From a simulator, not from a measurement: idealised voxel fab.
Herein follows the process module entitled voxel wiring stack.
FYI the section here is cut, 235 nm wide, cells are 5 nm squares.
If you're reading a cross-section in this doc, picture square cells in a grid; it comes to you as bands, top ones listed first down to the bottom, and a band can be one or more rows of cells.
First you get the band's top height and its bottom height, in nm, and then the materials it's made of, left to right, with each width in nm. If you see a single material with "everywhere", that one covers the band edge to edge. "air" is empty space.
Height reference: 0 = level under which incoming wafer is all one material. Lowest band: no bottom, runs on downward, e.g. "top 0, no bottom".
It should be noted that a width expressed as "30->40" varies in equal increments from row to row of cells within the band, taking the value of the first number at the top row and that of the second number at the bottom row.
Given "changes: none" for a step, no cell of the cross-section differs between before and after that step.
The list in "Enclosed cavities" covers empty spaces of 8 cells or more that cannot reach the top through any open way, and it gives each as width x height at distance; the distance is from the left edge, and width, height and distance are in nm.
The remark found on a step's line after its settings is issued by the simulator itself and pertains to that step.
overlay nm: mask offset rightward from planned place, masked step; negative means leftward offset.

# Process steps - plan
1. RECEIVE: material Si
2. CONFORMAL_DEP: material SiO2, thk nm 10
3. DIRECTIONAL_DEP: material TiN, thk nm 5
4. DIRECTIONAL_DEP: material W, thk nm 20
5. PATTERN: tone cover, mask id METAL_1, material resist, width nm 30, pitch nm 45, thk nm 20, overlay nm 0
6. DIRECTIONAL_ETCH: etch materials W, depth nm 20
7. DIRECTIONAL_ETCH: etch materials TiN, depth nm 5
8. STRIP: etch materials resist
9. FILL_DEP: material lowk, thk nm 5
10. CMP: height nm 35
11. CONFORMAL_DEP: material SiCN, thk nm 5
12. DIRECTIONAL_DEP: material SiO2, thk nm 20
13. DIRECTIONAL_DEP: material aC, thk nm 15
14. PATTERN: tone open, mask id PLUG_1, material resist, width nm 15, pitch nm 45, thk nm 35, overlay nm 0
15. DIRECTIONAL_ETCH: etch materials aC, depth nm 15
16. STRIP: etch materials resist
17. DIRECTIONAL_ETCH: etch materials SiO2, depth nm 20
18. DIRECTIONAL_ETCH: etch materials SiCN, depth nm 5
19. STRIP: etch materials aC
20. CONFORMAL_DEP: material TiN, thk nm 5
21. FILL_DEP: material W, thk nm 10
22. CMP: height nm 60
23. CONFORMAL_DEP: material SiCN, thk nm 5
24. DIRECTIONAL_DEP: material lowk, thk nm 20
25. PATTERN: tone open, mask id METAL_2, material resist, width nm 30, pitch nm 45, thk nm 15, overlay nm 0
26. DIRECTIONAL_ETCH: etch materials lowk, depth nm 20
27. DIRECTIONAL_ETCH: etch materials SiCN, depth nm 5
28. STRIP: etch materials resist
29. CONFORMAL_DEP: material TiN, thk nm 5
30. FILL_DEP: material Cu, thk nm 5
31. CMP: height nm 85
32. CONFORMAL_DEP: material SiCN, thk nm 5
33. DIRECTIONAL_DEP: material SiO2, thk nm 30
34. PATTERN: tone open, mask id METAL_3, material resist, width nm 30, pitch nm 45, thk nm 15, overlay nm 0
35. DIRECTIONAL_ETCH: etch materials SiO2, depth nm 20
36. STRIP: etch materials resist
37. PATTERN: tone open, mask id METAL_3_HOLES, material resist, width nm 15, pitch nm 90, thk nm 20, overlay nm 0
38. DIRECTIONAL_ETCH: etch materials SiO2, depth nm 10
39. DIRECTIONAL_ETCH: etch materials SiCN, depth nm 5
40. STRIP: etch materials resist
41. CONFORMAL_DEP: material TiN, thk nm 5
42. FILL_DEP: material Cu, thk nm 5
43. CMP: height nm 120
44. CONFORMAL_DEP: material SiCN, thk nm 5
45. DIRECTIONAL_DEP: material lowk, thk nm 30
46. PATTERN: tone open, mask id METAL_4, material resist, width nm 30, pitch nm 45, thk nm 20, overlay nm 0
47. DIRECTIONAL_ETCH: etch materials lowk, depth nm 15
48. STRIP: etch materials resist
49. MASKED_ETCH: tone open, mask id METAL_4_HOLES, width nm 15, pitch nm 45, etch materials lowk, depth nm 15, overlay nm 0
50. MASKED_ETCH: tone open, mask id METAL_4_HOLES, width nm 15, pitch nm 45, etch materials SiCN, depth nm 5, overlay nm 0
51. CONFORMAL_DEP: material TiN, thk nm 5
52. FILL_DEP: material Cu, thk nm 10
53. CMP: height nm 155
54. CONFORMAL_DEP: material SiN, thk nm 5
Where the wafers of this document differ is in the width nm of step 14; they start out the same, and the plan states the value that applied to the first wafer.

# As-received cross-section, first of several wafers, post step 1
	top 0, no bottom  Si everywhere
	Enclosed cavities: none

# Wafer rows, end of module: cells per material gained (+) or lost (-) since receipt; closed voids last
width nm 15, +126 Cu, +146 SiCN, +47 SiN, +444 SiO2, +195 TiN, +84 W, +462 lowk, Enclosed cavities: none
width nm 20, +126 Cu, +143 SiCN, +47 SiN, +432 SiO2, +198 TiN, +96 W, +462 lowk, Enclosed cavities: none
width nm 25, +126 Cu, +140 SiCN, +47 SiN, +420 SiO2, +201 TiN, +108 W, +462 lowk, Enclosed cavities: none
width nm 30, +126 Cu, +137 SiCN, +47 SiN, +408 SiO2, +204 TiN, +120 W, +462 lowk, Enclosed cavities: none
